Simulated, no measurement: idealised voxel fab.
Herein follows the process module entitled voxel trench capacitor.
The width of the displayed cross-section, cut, is 175 nm; its cells are square, with a size of 5 nm.
Notation: cross-section as square-cell grid; stated in bands, top first, going down; one or more cell rows per band.
Per band: top height and bottom height in nm, followed by the left-to-right materials and their widths in nm; "throughout" marks a single material spanning edge to edge, "air" marks empty space.
It should be noted that heights are counted from 0, beneath which the wafer as supplied is of one material throughout, and that the lowest band possesses no lower boundary but continues downward, as written in "0 nm and below".
Read "30 to 40" as a graded width: first number on top, second number at the bottom, same change between each pair of neighbouring rows.
"nothing was modified" (step): cross-section cells unchanged, all of them.
The list in "Sealed void list" covers empty spaces of 8 cells or more that cannot reach the top through any open way, and it gives each as width x height at distance; the distance is from the left edge, and width, height and distance are in nm.
On each step's line, the part that comes after the settings is the simulator's own comment on the step.
Each step line may optionally specify "overlay nm", which for a step with a mask gives the rightward distance between the mask's planned place and where it lay, a negative value indicating the leftward direction.

**So here's the lineup of process steps we planned**
1,RECEIVE [material Si]
2,CONFORMAL_DEP [material SiN] [thk nm 10]
3,DIRECTIONAL_DEP [material aC] [thk nm 15]
4,PATTERN [tone open] [mask id TRENCH] [material resist] [width nm 25] [pitch nm 55] [thk nm 35] [overlay nm 0]
5,DIRECTIONAL_ETCH [etch materials aC] [depth nm 15]
6,STRIP [etch materials resist]
7,DIRECTIONAL_ETCH [etch materials SiN] [depth nm 10]
8,DIRECTIONAL_ETCH [etch materials Si] [depth nm 25]
9,STRIP [etch materials aC]
10,CONFORMAL_DEP [material Al2O3] [thk nm 5]
11,CONFORMAL_DEP [material TiN] [thk nm 5]
12,FILL_DEP [material W] [thk nm 10]
13,CMP [height nm 10]

**The following pertains to the first of two wafers, which was processed as planned**

**As-received state of the wafer in cross-section, equivalent to post-step 1**
	0 nm and below = Si throughout
	Sealed void list: none

**Cross-section through the wafer, step 2 finished**
	10 nm to 0 nm = SiN throughout
	At heights below 0, the structure remains unaltered.

**Cross-section through the wafer, step 3 finished**
	25 nm to 10 nm = aC throughout
	At heights below 10, the structure remains unaltered.

**Cross-section through the wafer, step 4 finished**
	60 nm to 25 nm = resist=45, then air=25, then resist=30, then air=25, then resist=50
	At heights below 25, the structure remains unaltered.

**Cross-section through the wafer, step 5 finished**
	45 nm to 25 nm = resist=45, then air=25, then resist=30, then air=25, then resist=50
	25 nm to 10 nm = aC=45, then air=25, then aC=30, then air=25, then aC=50
	At heights below 10, the structure remains unaltered.

**Cross-section through the wafer, step 6 finished**
	25 nm to 10 nm = aC=45, then air=25, then aC=30, then air=25, then aC=50
	At heights below 10, the structure remains unaltered.

**Cross-section through the wafer, step 7 finished**
	25 nm to 10 nm = aC=45, then air=25, then aC=30, then air=25, then aC=50
	10 nm to 0 nm = SiN=45, then air=25, then SiN=30, then air=25, then SiN=50
	At heights below 0, the structure remains unaltered.

**Cross-section through the wafer, step 8 finished**
	25 nm to 10 nm = aC=45, then air=25, then aC=30, then air=25, then aC=50
	10 nm to 0 nm = SiN=45, then air=25, then SiN=30, then air=25, then SiN=50
	0 nm to -25 nm = Si=45, then air=25, then Si=30, then air=25, then Si=50
	At heights below -25, the structure remains unaltered.

**Cross-section through the wafer, step 9 finished**
	10 nm to 0 nm = SiN=45, then air=25, then SiN=30, then air=25, then SiN=50
	At heights below 0, the structure remains unaltered.

**Cross-section through the wafer, step 10 finished**
	15 nm to 10 nm = Al2O3=50, then air=15, then Al2O3=40, then air=15, then Al2O3=55
	10 nm to 0 nm = SiN=45, then Al2O3=5, then air=15, then Al2O3=5, then SiN=30, then Al2O3=5, then air=15, then Al2O3=5, then SiN=50
	0 nm to -20 nm = Si=45, then Al2O3=5, then air=15, then Al2O3=5, then Si=30, then Al2O3=5, then air=15, then Al2O3=5, then Si=50
	-20 nm to -25 nm = Si=45, then Al2O3=25, then Si=30, then Al2O3=25, then Si=50
	At heights below -25, the structure remains unaltered.

**Cross-section through the wafer, step 11 finished**
	20 nm to 15 nm = TiN=55, then air=5, then TiN=50, then air=5, then TiN=60
	15 nm to 10 nm = Al2O3=50, then TiN=5, then air=5, then TiN=5, then Al2O3=40, then TiN=5, then air=5, then TiN=5, then Al2O3=55
	10 nm to 0 nm = SiN=45, then Al2O3=5, then TiN=5, then air=5, then TiN=5, then Al2O3=5, then SiN=30, then Al2O3=5, then TiN=5, then air=5, then TiN=5, then Al2O3=5, then SiN=50
	0 nm to -15 nm = Si=45, then Al2O3=5, then TiN=5, then air=5, then TiN=5, then Al2O3=5, then Si=30, then Al2O3=5, then TiN=5, then air=5, then TiN=5, then Al2O3=5, then Si=50
	-15 nm to -20 nm = Si=45, then Al2O3=5, then TiN=15, then Al2O3=5, then Si=30, then Al2O3=5, then TiN=15, then Al2O3=5, then Si=50
	At heights below -20, the structure remains unaltered.

**Cross-section through the wafer, step 12 finished**
	30 nm to 20 nm = W throughout
	20 nm to 15 nm = TiN=55, then W=5, then TiN=50, then W=5, then TiN=60
	15 nm to 10 nm = Al2O3=50, then TiN=5, then W=5, then TiN=5, then Al2O3=40, then TiN=5, then W=5, then TiN=5, then Al2O3=55
	10 nm to 0 nm = SiN=45, then Al2O3=5, then TiN=5, then W=5, then TiN=5, then Al2O3=5, then SiN=30, then Al2O3=5, then TiN=5, then W=5, then TiN=5, then Al2O3=5, then SiN=50
	0 nm to -15 nm = Si=45, then Al2O3=5, then TiN=5, then W=5, then TiN=5, then Al2O3=5, then Si=30, then Al2O3=5, then TiN=5, then W=5, then TiN=5, then Al2O3=5, then Si=50
	At heights below -15, the structure remains unaltered.

**Cross-section through the wafer, step 13 finished**
	10 nm to 0 nm = SiN=45, then Al2O3=5, then TiN=5, then W=5, then TiN=5, then Al2O3=5, then SiN=30, then Al2O3=5, then TiN=5, then W=5, then TiN=5, then Al2O3=5, then SiN=50
	At heights below 0, the structure remains unaltered.

**What follows concerns the second wafer, which started out like the first and was meant to follow the very same plan; one mistake crept in when it was run, but everything up to and including step 1 is the same as for the first wafer**

**Second wafer: cross-section at the scheduled end of step 2**
	10 nm to 0 nm = Al2O3 throughout
	At heights below 0, the structure remains unaltered.

**Second wafer: cross-section at the scheduled end of step 3**
	25 nm to 10 nm = aC throughout
	At heights below 10, the structure remains unaltered.

**Second wafer: cross-section at the scheduled end of step 4**
	60 nm to 25 nm = resist=45, then air=25, then resist=30, then air=25, then resist=50
	At heights below 25, the structure remains unaltered.

**Second wafer: cross-section at the scheduled end of step 5**
	45 nm to 25 nm = resist=45, then air=25, then resist=30, then air=25, then resist=50
	25 nm to 10 nm = aC=45, then air=25, then aC=30, then air=25, then aC=50
	At heights below 10, the structure remains unaltered.

**Second wafer: cross-section at the scheduled end of step 6**
	25 nm to 10 nm = aC=45, then air=25, then aC=30, then air=25, then aC=50
	At heights below 10, the structure remains unaltered.

Second wafer: cross-section at the scheduled end of step 7: nothing was modified

Second wafer: cross-section at the scheduled end of step 8: nothing was modified

**Second wafer: cross-section at the scheduled end of step 9**
	10 nm to 0 nm = Al2O3 throughout
	At heights below 0, the structure remains unaltered.

**Second wafer: cross-section at the scheduled end of step 10**
	15 nm to 0 nm = Al2O3 throughout
	At heights below 0, the structure remains unaltered.

**Second wafer: cross-section at the scheduled end of step 11**
	20 nm to 15 nm = TiN throughout
	At heights below 15, the structure remains unaltered.

**Second wafer: cross-section at the scheduled end of step 12**
	30 nm to 20 nm = W throughout
	At heights below 20, the structure remains unaltered.

**Second wafer: cross-section at the scheduled end of step 13**
	10 nm to 0 nm = Al2O3 throughout
	At heights below 0, the structure remains unaltered.
Plan not followed: contrary to plan, step 2 was performed as CONFORMAL_DEP [material Al2O3] [thk nm 10]
Final wafer comparison in cells, second versus first, more or fewer per material: 36 more of Al2O3; 50 more of Si; 50 fewer of SiN; 26 fewer of TiN; 10 fewer of W
